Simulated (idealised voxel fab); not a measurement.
Proc. module: voxel fin reveal
Square cells of 5 nm make up the cross-section cut, whose width is 295 nm.
The cross-sections in this document take the form of a grid made of square cells. They are written out as bands, in order from top to bottom. Each band consists of one or more rows of cells.
Band: top height; bottom height; in nm. Then, left to right: material with width in nm, for each material. "edge to edge": a single material spanning edge to edge. "empty": empty space.
Heights are expressed relative to 0, this being the level below which the as-received wafer comprises one material exclusively. The lowest band is unbounded in the downward direction and is denoted as in "top 0, no bottom".
Think of "30..40" as a width that walks from the first number to the second as you go down the band, top row to bottom row, taking equal-sized steps from row to row.
A step reported as "no change" is a step in which no cell of the cross-section changed.
Voids not open to the top, 8 cells minimum: see "Enclosed empty spaces". Written width x height at distance; distance is from the left edge; nm.
What comes after the settings on a step's line is commentary from the simulator itself on that step.
"overlay nm", when on a step's line for a step with a mask, measures how far to the right of its planned place the mask lay; a negative measure means to the left.
# This section lists the process steps that were planned
| 1 | op RECEIVE | material Si |
| 2 | op CONFORMAL_DEP | material SiN | thk nm 10 |
| 3 | op MASKED_ETCH | tone cover | mask id FINS | width nm 15 | pitch nm 45 | etch materials SiN | depth nm 10 | overlay nm 0 |
| 4 | op MASKED_ETCH | tone cover | mask id FINS | width nm 15 | pitch nm 45 | etch materials Si | depth nm 40 | overlay nm 0 |
| 5 | op OXIDIZE | depth nm 5 |
| 6 | op FILL_DEP | material SiO2 | thk nm 15 |
| 7 | op CMP | height nm 10 |
| 8 | op SELECTIVE_ETCH | etch materials SiO2 | depth nm 25 |
| 9 | op STRIP | etch materials SiN |
# First of two wafers, with the run carried out as planned
# Shown in cross-section is the wafer as received, that is, as it stands after step 1
> top 0, no bottom: Si edge to edge
> Enclosed empty spaces: none
# Cross-section of the wafer subsequent to step 2
> top 10, bottom 0: SiN edge to edge
> Whatever lies below 0 is exactly as it was before.
# Cross-section of the wafer subsequent to step 3
> top 10, bottom 0: 115 empty  15 SiN  30 empty  15 SiN  120 empty
> Whatever lies below 0 is exactly as it was before.
# Cross-section of the wafer subsequent to step 4
> top 10, bottom 0: 115 empty  15 SiN  30 empty  15 SiN  120 empty
> top 0, bottom -40: 115 empty  15 Si  30 empty  15 Si  120 empty
> Whatever lies below -40 is exactly as it was before.
# Cross-section of the wafer subsequent to step 5
> top 10, bottom 0: 115 empty  15 SiN  30 empty  15 SiN  120 empty
> top 0, bottom -40: 115 empty  5 SiO2  5 Si  5 SiO2  30 empty  5 SiO2  5 Si  5 SiO2  120 empty
> top -40, bottom -45: 120 SiO2  5 Si  40 SiO2  5 Si  125 SiO2
> Whatever lies below -45 is exactly as it was before.
# Cross-section of the wafer subsequent to step 6
> top 25, bottom 10: SiO2 edge to edge
> top 10, bottom 0: 115 SiO2  15 SiN  30 SiO2  15 SiN  120 SiO2
> top 0, bottom -45: 120 SiO2  5 Si  40 SiO2  5 Si  125 SiO2
> Whatever lies below -45 is exactly as it was before.
# Cross-section of the wafer subsequent to step 7
> top 10, bottom 0: 115 SiO2  15 SiN  30 SiO2  15 SiN  120 SiO2
> Whatever lies below 0 is exactly as it was before.
# Cross-section of the wafer subsequent to step 8
> top 10, bottom 0: 115 empty  15 SiN  30 empty  15 SiN  120 empty
> top 0, bottom -15: 120 empty  5 Si  40 empty  5 Si  125 empty
> Whatever lies below -15 is exactly as it was before.
# Cross-section of the wafer subsequent to step 9
> top 0, bottom -15: 120 empty  5 Si  40 empty  5 Si  125 empty
> Whatever lies below -15 is exactly as it was before.
# second wafer: like start, like plan, one mistake. Through step 8 it matches the first wafer
# Cross-section of the second wafer at the time step 9 of the plan should have ended
> top 10, bottom 0: 115 empty  15 SiN  30 empty  15 SiN  120 empty
> top 0, bottom -45: 120 empty  5 Si  40 empty  5 Si  125 empty
> Whatever lies below -45 is exactly as it was before.
In executing the process, a mistake was made relative to the plan: step 9 ran differently from the plan; actual operation with settings: op STRIP | etch materials SiO2
Counted in cells at the end, the second wafer holds more or fewer of these materials than the first: SiN +12; SiO2 -342
